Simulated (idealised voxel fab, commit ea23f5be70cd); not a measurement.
Process module name: voxel wiring stack
For reference, the cross-section in this document is cut, with width 300 nm and square cells of 5 nm.
We lay out every cross-section as a grid of square cells and spell it out in bands from the top down, where one band means one or more rows of cells.
Heights first: top, then bottom, in nm. Then materials, left to right, each with a width in nm. "throughout" on a single material: fills the band edge to edge. "empty": empty space.
Note: height 0 marks the level under which the wafer is uniformly one material as received. Lowest band unbounded below, written "0 and below".
Read "30 to 40" as a graded width: first number on top, second number at the bottom, same change between each pair of neighbouring rows.
You'll sometimes find "stayed the same" written for a step, and that's the way of saying that nowhere in the cross-section did a cell change during that step.
"Sealed internal cavities": empty spaces of 8 cells or more with no open way to the top, each given as width x height at distance, distance from the left edge, all in nm.
The remark found on a step's line after its settings is issued by the simulator itself and pertains to that step.
If you see "overlay nm" on a step's line and that step has a mask, it's telling you how far right of where it was planned the mask ended up; a negative number means it went left instead.
-- This section lists the process steps that were planned
step 1: RECEIVE: material Si
step 2: CONFORMAL_DEP: material SiO2, thk nm 15
step 3: CONFORMAL_DEP: material SiCN, thk nm 5
step 4: DIRECTIONAL_DEP: material lowk, thk nm 15
step 5: DIRECTIONAL_DEP: material aC, thk nm 10
step 6: PATTERN: tone open, mask id METAL_1, material resist, width nm 25, pitch nm 40, thk nm 30, overlay nm 0
step 7: DIRECTIONAL_ETCH: etch materials aC, depth nm 10
step 8: STRIP: etch materials resist
step 9: DIRECTIONAL_ETCH: etch materials lowk, depth nm 15
step 10: DIRECTIONAL_ETCH: etch materials SiCN, depth nm 5
step 11: STRIP: etch materials aC
step 12: CONFORMAL_DEP: material TiN, thk nm 5
step 13: FILL_DEP: material Ru, thk nm 10
step 14: CMP: height nm 35
step 15: EPI: material Ru, thk nm 5
step 16: FILL_DEP: material SiCN, thk nm 5
step 17: DIRECTIONAL_DEP: material lowk, thk nm 15
step 18: DIRECTIONAL_DEP: material aC, thk nm 10
step 19: PATTERN: tone open, mask id PLUG_1, material resist, width nm 15, pitch nm 40, thk nm 25, overlay nm 0
step 20: DIRECTIONAL_ETCH: etch materials aC, depth nm 10
step 21: STRIP: etch materials resist
step 22: DIRECTIONAL_ETCH: etch materials lowk, depth nm 15
step 23: DIRECTIONAL_ETCH: etch materials SiCN, depth nm 5
step 24: STRIP: etch materials aC
step 25: EPI: material Ru, thk nm 10
step 26: EPI: material Ru, thk nm 10
step 27: DIRECTIONAL_DEP: material TiN, thk nm 5
step 28: DIRECTIONAL_DEP: material W, thk nm 20
step 29: PATTERN: tone cover, mask id METAL_2, material resist, width nm 25, pitch nm 40, thk nm 15, overlay nm 0
step 30: DIRECTIONAL_ETCH: etch materials W, depth nm 20
step 31: DIRECTIONAL_ETCH: etch materials TiN, depth nm 5
step 32: STRIP: etch materials resist
step 33: FILL_DEP: material SiO2, thk nm 5
step 34: CMP: height nm 85
step 35: CONFORMAL_DEP: material SiCN, thk nm 5
step 36: DIRECTIONAL_DEP: material SiO2, thk nm 35
step 37: DIRECTIONAL_DEP: material aC, thk nm 15
step 38: PATTERN: tone open, mask id METAL_3, material resist, width nm 25, pitch nm 40, thk nm 35, overlay nm 0
step 39: DIRECTIONAL_ETCH: etch materials aC, depth nm 15
step 40: STRIP: etch materials resist
step 41: DIRECTIONAL_ETCH: etch materials SiO2, depth nm 20
step 42: STRIP: etch materials aC
step 43: PATTERN: tone open, mask id METAL_3_HOLES, material resist, width nm 15, thk nm 15, overlay nm 0
step 44: DIRECTIONAL_ETCH: etch materials SiO2, depth nm 15
step 45: DIRECTIONAL_ETCH: etch materials SiCN, depth nm 5
step 46: STRIP: etch materials resist
step 47: CONFORMAL_DEP: material TiN, thk nm 5
step 48: FILL_DEP: material Ru, thk nm 10
step 49: CMP: height nm 125
step 50: CONFORMAL_DEP: material SiCN, thk nm 5
step 51: DIRECTIONAL_DEP: material lowk, thk nm 25
step 52: PATTERN: tone open, mask id METAL_4_HOLES, material resist, width nm 15, pitch nm 40, thk nm 20, overlay nm 0
step 53: DIRECTIONAL_ETCH: etch materials lowk, depth nm 25
step 54: STRIP: etch materials resist
step 55: PATTERN: tone open, mask id METAL_4, material resist, width nm 25, pitch nm 40, thk nm 20, overlay nm 0
step 56: DIRECTIONAL_ETCH: etch materials lowk, depth nm 15
step 57: DIRECTIONAL_ETCH: etch materials SiCN, depth nm 5
step 58: STRIP: etch materials resist
step 59: CONFORMAL_DEP: material TiN, thk nm 5
step 60: FILL_DEP: material Cu, thk nm 5
step 61: CMP: height nm 155
step 62: CONFORMAL_DEP: material SiCN, thk nm 5
-- Shown in cross-section is the wafer as received, that is, as it stands after step 1
> 0 and below: Si throughout
> Sealed internal cavities: none
-- The following cross-section depicts the wafer upon conclusion of the module. Processing commenced from the starting condition illustrated above and adhered to the plan illustrated above, save for one mistake in execution
> 160 down to 155: SiCN throughout
> 155 down to 145: 115 of lowk / 5 of TiN / 15 of Cu / 5 of TiN / 15 of lowk / 5 of TiN / 15 of Cu / 5 of TiN / 120 of lowk
> 145 down to 140: 115 of lowk / 5 of TiN / 5 of Cu / 15 of TiN / 15 of lowk / 5 of TiN / 5 of Cu / 15 of TiN / 120 of lowk
> 140 down to 130: 115 of lowk / 5 of TiN / 5 of Cu / 5 of TiN / 25 of lowk / 5 of TiN / 5 of Cu / 5 of TiN / 130 of lowk
> 130 down to 125: 115 of SiCN / 15 of TiN / 25 of SiCN / 15 of TiN / 130 of SiCN
> 125 down to 95: 115 of SiO2 / 5 of TiN / 15 of Ru / 5 of TiN / 15 of SiO2 / 5 of TiN / 15 of Ru / 5 of TiN / 120 of SiO2
> 95 down to 90: 115 of SiO2 / 5 of TiN / 5 of Ru / 15 of TiN / 15 of SiO2 / 25 of TiN / 120 of SiO2
> 90 down to 85: 115 of SiCN / 15 of TiN / 170 of SiCN
> 85 down to 65: 115 of SiO2 / 25 of W / 15 of SiO2 / 25 of W / 120 of SiO2
> 65 down to 60: 115 of SiO2 / 25 of TiN / 15 of SiO2 / 25 of TiN / 120 of SiO2
> 60 down to 45: 115 of lowk / 15 of Ru / 25 of lowk / 15 of Ru / 130 of lowk
> 45 down to 35: 115 to 110 of SiCN / 15 to 35 of Ru / 25 to 5 of SiCN / 15 to 35 of Ru / 130 to 115 of SiCN
> 35 down to 20: 115 of lowk / 5 of TiN / 15 of Ru / 5 of TiN / 15 of lowk / 5 of TiN / 15 of Ru / 5 of TiN / 120 of lowk
> 20 down to 15: 115 of SiCN / 25 of TiN / 15 of SiCN / 25 of TiN / 120 of SiCN
> 15 down to 0: SiO2 throughout
> 0 and below: Si throughout
> Sealed internal cavities: none
Misprocessing identified: step 41 in the plan was executed twice
